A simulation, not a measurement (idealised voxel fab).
process module | voxel capacitor over wiring
cross-section cut | 230 nm wide | cells 5 nm
A cross-section is a grid of square cells, given in bands from the top down. A band is one or more rows of cells.
Each band's line starts with the height of the band's top and of its bottom, in nm. Then come its materials from left to right, each with its width in nm. One material with "throughout" fills the band from edge to edge. "air" is empty space.
Height 0 is the level under which the wafer as received is all one material. The lowest band goes on downwards, as in "0 down".
A width such as "30 to 40" changes by the same amount from each row of cells to the next, from the band's top row to its bottom row.
"no change" after a step means that no cell of the cross-section changed.
closed voids: empty space of 8 cells or more with no open way to the top, each as width x height at its distance from the left edge, in nm
after a step's settings: what the simulator itself notes on the step
overlay nm, on a step with a mask: how far to the right of its planned place the mask lay; to the left if negative
plan
1 op RECEIVE | material Si
2 op CONFORMAL_DEP | material SiO2 | thk nm 15
3 op DIRECTIONAL_DEP | material TiN | thk nm 5
4 op DIRECTIONAL_DEP | material Ru | thk nm 20
5 op PATTERN | tone cover | mask id METAL_1 | material resist | width nm 30 | pitch nm 80 | thk nm 20 | overlay nm 0
6 op DIRECTIONAL_ETCH | etch materials Ru | depth nm 20
7 op DIRECTIONAL_ETCH | etch materials TiN | depth nm 5
8 op STRIP | etch materials resist
9 op CONFORMAL_DEP | material SiN | thk nm 5
10 op FILL_DEP | material lowk | thk nm 10
11 op CMP | height nm 40
12 op CONFORMAL_DEP | material SiCN | thk nm 5
13 op DIRECTIONAL_DEP | material lowk | thk nm 15
14 op MASKED_ETCH | tone open | mask id PLUG_1 | width nm 15 | etch materials lowk | depth nm 15 | overlay nm 0
15 op MASKED_ETCH | tone open | mask id PLUG_1 | width nm 15 | etch materials SiCN | depth nm 5 | overlay nm 0
16 op CONFORMAL_DEP | material TiN | thk nm 5
17 op FILL_DEP | material W | thk nm 5
18 op CMP | height nm 60
19 op DIRECTIONAL_DEP | material TiN | thk nm 5
20 op DIRECTIONAL_DEP | material HfO2 | thk nm 5
21 op DIRECTIONAL_DEP | material TiN | thk nm 5
22 op PATTERN | tone cover | mask id UPPER_PLATE | material resist | width nm 55 | thk nm 20 | overlay nm 0
23 op DIRECTIONAL_ETCH | etch materials TiN | depth nm 5
24 op DIRECTIONAL_ETCH | etch materials HfO2 | depth nm 5
25 op STRIP | etch materials resist
26 op DIRECTIONAL_DEP | material aC | thk nm 15
27 op PATTERN | tone cover | mask id LOWER_PLATE | material resist | width nm 65 | thk nm 30 | overlay nm 0
28 op DIRECTIONAL_ETCH | etch materials aC | depth nm 15
29 op STRIP | etch materials resist
30 op DIRECTIONAL_ETCH | etch materials TiN | depth nm 5
31 op STRIP | etch materials aC
32 op FILL_DEP | material SiO2 | thk nm 15
33 op CMP | height nm 85
34 op DIRECTIONAL_DEP | material aC | thk nm 10
35 op PATTERN | tone open | mask id PLUG_2 | material resist | width nm 15 | thk nm 30 | overlay nm 0
36 op DIRECTIONAL_ETCH | etch materials aC | depth nm 10
37 op STRIP | etch materials resist
38 op DIRECTIONAL_ETCH | etch materials SiO2 | depth nm 10
39 op STRIP | etch materials aC
40 op CONFORMAL_DEP | material TiN | thk nm 5
41 op FILL_DEP | material W | thk nm 10
42 op CMP | height nm 85
43 op CONFORMAL_DEP | material SiCN | thk nm 5
as received, after step 1
  0 down: Si throughout
  closed voids: none
a wafer at the end: this start, this plan, one mistake
  90 to 85: SiCN throughout
  85 to 80: SiO2 85 | TiN 5 | W 5 | TiN 5 | SiO2 130
  80 to 70: SiO2 85 to 75 | TiN 15 to 55 | SiO2 130 to 100
  70 to 65: SiO2 75 | HfO2 55 | SiO2 100
  65 to 60: SiO2 70 | TiN 65 | SiO2 95
  60 to 45: lowk 75 | TiN 5 | W 5 | TiN 5 | lowk 140
  45 to 40: SiCN 75 | TiN 15 | SiCN 140
  40 to 20: Ru 55 | SiN 5 | Ru 30 | SiN 5 | Ru 40 | SiN 5 | Ru 30 | SiN 5 | Ru 55
  20 to 15: SiN 60 | TiN 30 | SiN 50 | TiN 30 | SiN 60
  15 to 0: SiO2 throughout
  0 down: Si throughout
  closed voids: none
what went wrong: step 10 ran as: op FILL_DEP | material Ru | thk nm 10
